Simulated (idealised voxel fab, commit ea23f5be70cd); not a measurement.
process module | voxel self aligned vias
cross-section cut | 210 nm wide | cells 5 nm
A cross-section is a grid of square cells, given in bands from the top down. A band is one or more rows of cells.
Each band's line starts with the height of the band's top and of its bottom, in nm. Then come its materials from left to right, each with its width in nm. One material with "throughout" fills the band from edge to edge. "air" is empty space.
Height 0 is the level under which the wafer as received is all one material. The lowest band goes on downwards, as in "0 down".
A width such as "30 to 40" changes by the same amount from each row of cells to the next, from the band's top row to its bottom row.
"no change" after a step means that no cell of the cross-section changed.
closed voids: empty space of 8 cells or more with no open way to the top, each as width x height at its distance from the left edge, in nm
after a step's settings: what the simulator itself notes on the step
overlay nm, on a step with a mask: how far to the right of its planned place the mask lay; to the left if negative
plan
1 op RECEIVE | material Si
2 op CONFORMAL_DEP | material SiO2 | thk nm 10
3 op CONFORMAL_DEP | material SiCN | thk nm 5
4 op DIRECTIONAL_DEP | material SiO2 | thk nm 30
5 op MASKED_ETCH | tone open | mask id LINES | width nm 20 | pitch nm 60 | etch materials SiO2 | depth nm 30 | overlay nm 0
6 op CONFORMAL_DEP | material TiN | thk nm 5
7 op FILL_DEP | material W | thk nm 5
8 op CMP | height nm 45
9 op SELECTIVE_ETCH | etch materials W Ru TiN | depth nm 5
10 op FILL_DEP | material SiN | thk nm 10
11 op CMP | height nm 45
12 op DIRECTIONAL_DEP | material SiO2 | thk nm 15
13 op PATTERN | tone open | mask id VIAS | material resist | width nm 30 | thk nm 20 | overlay nm -15
14 op DIRECTIONAL_ETCH | etch materials SiO2 | depth nm 15
15 op DIRECTIONAL_ETCH | etch materials SiN | depth nm 5
16 op STRIP | etch materials resist
17 op CONFORMAL_DEP | material TiN | thk nm 5
18 op FILL_DEP | material Ru | thk nm 5
19 op CMP | height nm 60
20 op CONFORMAL_DEP | material SiN | thk nm 5
varied across the wafers: overlay nm of step 13. The plan shows the first wafer's value. All wafers start alike
first wafer as received, after step 1
  0 down: Si throughout
  closed voids: none
first wafer at the end, after step 20
  65 to 60: SiN throughout
  60 to 50: SiO2 45 | TiN 5 | Ru 20 | TiN 5 | SiO2 135
  50 to 45: SiO2 45 | TiN 30 | SiO2 135
  45 to 40: SiO2 65 | TiN 10 | SiN 10 | SiO2 40 | SiN 20 | SiO2 65
  40 to 20: SiO2 65 | TiN 5 | W 10 | TiN 5 | SiO2 40 | TiN 5 | W 10 | TiN 5 | SiO2 65
  20 to 15: SiO2 65 | TiN 20 | SiO2 40 | TiN 20 | SiO2 65
  15 to 10: SiCN throughout
  10 to 0: SiO2 throughout
  0 down: Si throughout
  closed voids: none
last wafer at the end
  65 to 60: SiN throughout
  60 to 50: SiO2 75 | TiN 5 | Ru 20 | TiN 5 | SiO2 105
  50 to 45: SiO2 75 | TiN 30 | SiO2 105
  45 to 40: SiO2 65 | SiN 10 | TiN 10 | SiO2 40 | SiN 20 | SiO2 65
  40 to 20: SiO2 65 | TiN 5 | W 10 | TiN 5 | SiO2 40 | TiN 5 | W 10 | TiN 5 | SiO2 65
  20 to 15: SiO2 65 | TiN 20 | SiO2 40 | TiN 20 | SiO2 65
  15 to 10: SiCN throughout
  10 to 0: SiO2 throughout
  0 down: Si throughout
  closed voids: none
each wafer at the end: cells of each material gained (+) or lost (-) since it was received, then its closed voids
overlay nm -15 | +8 Ru | +42 SiCN | +48 SiN | +396 SiO2 | +36 TiN | +16 W | closed voids: none
overlay nm -10 | +9 Ru | +42 SiCN | +47 SiN | +396 SiO2 | +36 TiN | +16 W | closed voids: none
overlay nm -5 | +10 Ru | +42 SiCN | +46 SiN | +396 SiO2 | +36 TiN | +16 W | closed voids: none
overlay nm 0 | +10 Ru | +42 SiCN | +46 SiN | +396 SiO2 | +36 TiN | +16 W | closed voids: none
overlay nm 5 | +10 Ru | +42 SiCN | +46 SiN | +396 SiO2 | +36 TiN | +16 W | closed voids: none
overlay nm 10 | +9 Ru | +42 SiCN | +47 SiN | +396 SiO2 | +36 TiN | +16 W | closed voids: none
overlay nm 15 | +8 Ru | +42 SiCN | +48 SiN | +396 SiO2 | +36 TiN | +16 W | closed voids: none
